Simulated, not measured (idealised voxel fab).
Proc. module: voxel gate over fins
It is cross-section cut that appears here, measuring 150 nm in width, its square cells being 5 nm in size.
Cross-section layout: square cells on a grid; listed as bands, top to bottom; a band spans one or more cell rows. Read a band's entry like this: the first values are the height of its top and the height of its bottom in nm, and what follows is the sequence of materials from left to right, each with its width in nm. Note that "blank" is empty space, and that a single material marked "all across" reaches across the band from edge to edge. Where do heights start? At 0: under that level the wafer as delivered is made of one material only. And the lowest band has no floor; it just carries on downward, as in "0 -> down". Width "30->40": first value at the band's top row of cells, second value at its bottom row, equal change from row to row. The cross-section has no changed cell in any step marked "nothing changed". Empty spaces without an open route to the top, at least 8 cells in extent, make up the entry "Sealed internal voids"; each is given as width x height at distance, where the distance is measured from the left edge, and all are in nm. That trailing text on a step's line, after the settings, is the simulator's own remark on the step. overlay nm: mask right of planned place by this much (step with mask). Neg. = left.
Process steps foreseen in the plan
| 1 | RECEIVE [material Si] |
| 2 | CONFORMAL_DEP [material SiN] [thk nm 10] |
| 3 | PATTERN [tone cover] [mask id FINS] [material resist] [width nm 15] [pitch nm 35] [thk nm 15] [overlay nm 0] |
| 4 | DIRECTIONAL_ETCH [etch materials SiN] [depth nm 10] |
| 5 | DIRECTIONAL_ETCH [etch materials Si] [depth nm 35] |
| 6 | STRIP [etch materials resist] |
| 7 | OXIDIZE [depth nm 5] |
| 8 | FILL_DEP [material SiO2] [thk nm 5] |
| 9 | CMP [height nm 10] |
| 10 | SELECTIVE_ETCH [etch materials SiO2] [depth nm 25] |
| 11 | STRIP [etch materials SiN] |
| 12 | CONFORMAL_DEP [material HfO2] [thk nm 5] |
| 13 | CONFORMAL_DEP [material TiN] [thk nm 5] |
| 14 | FILL_DEP [material W] [thk nm 15] |
| 15 | CMP [height nm 20] |
| 16 | CONFORMAL_DEP [material SiCN] [thk nm 10] |
The cross-section here shows the wafer as received, i.e. in its state after step 1
* 0 -> down: Si all across
* Sealed internal voids: none
first wafer at the end, as planned
* 30 -> 20: SiCN all across
* 20 -> 10: W all across
* 10 -> 5: W 45 nm | TiN 25 nm | W 10 nm | TiN 25 nm | W 45 nm
* 5 -> 0: W 45 nm | TiN 5 nm | HfO2 15 nm | TiN 5 nm | W 10 nm | TiN 5 nm | HfO2 15 nm | TiN 5 nm | W 45 nm
* 0 -> -5: W 45 nm | TiN 5 nm | HfO2 5 nm | Si 5 nm | HfO2 5 nm | TiN 5 nm | W 10 nm | TiN 5 nm | HfO2 5 nm | Si 5 nm | HfO2 5 nm | TiN 5 nm | W 45 nm
* -5 -> -10: TiN 50 nm | HfO2 5 nm | Si 5 nm | HfO2 5 nm | TiN 20 nm | HfO2 5 nm | Si 5 nm | HfO2 5 nm | TiN 50 nm
* -10 -> -15: HfO2 55 nm | Si 5 nm | HfO2 30 nm | Si 5 nm | HfO2 55 nm
* -15 -> -40: SiO2 55 nm | Si 5 nm | SiO2 30 nm | Si 5 nm | SiO2 55 nm
* -40 -> down: Si all across
* Sealed internal voids: none
End-of-module cross-section of the second wafer: identical starting point and process plan to the first, with one processing mistake
* 30 -> 20: SiCN all across
* 20 -> 15: TiN all across
* 15 -> 10: HfO2 all across
* 10 -> 0: SiCN all across
* 0 -> down: Si all across
* Sealed internal voids: none
Deviation noted in wafer processing: step 2 ran as: CONFORMAL_DEP [material SiCN] [thk nm 10]
Upon completion, the second wafer contains, in terms of cells, a greater or smaller amount of certain materials than the first wafer: 12 fewer of HfO2 | 224 more of Si | 60 more of SiCN | 140 fewer of SiO2 | 12 fewer of TiN | 120 fewer of W
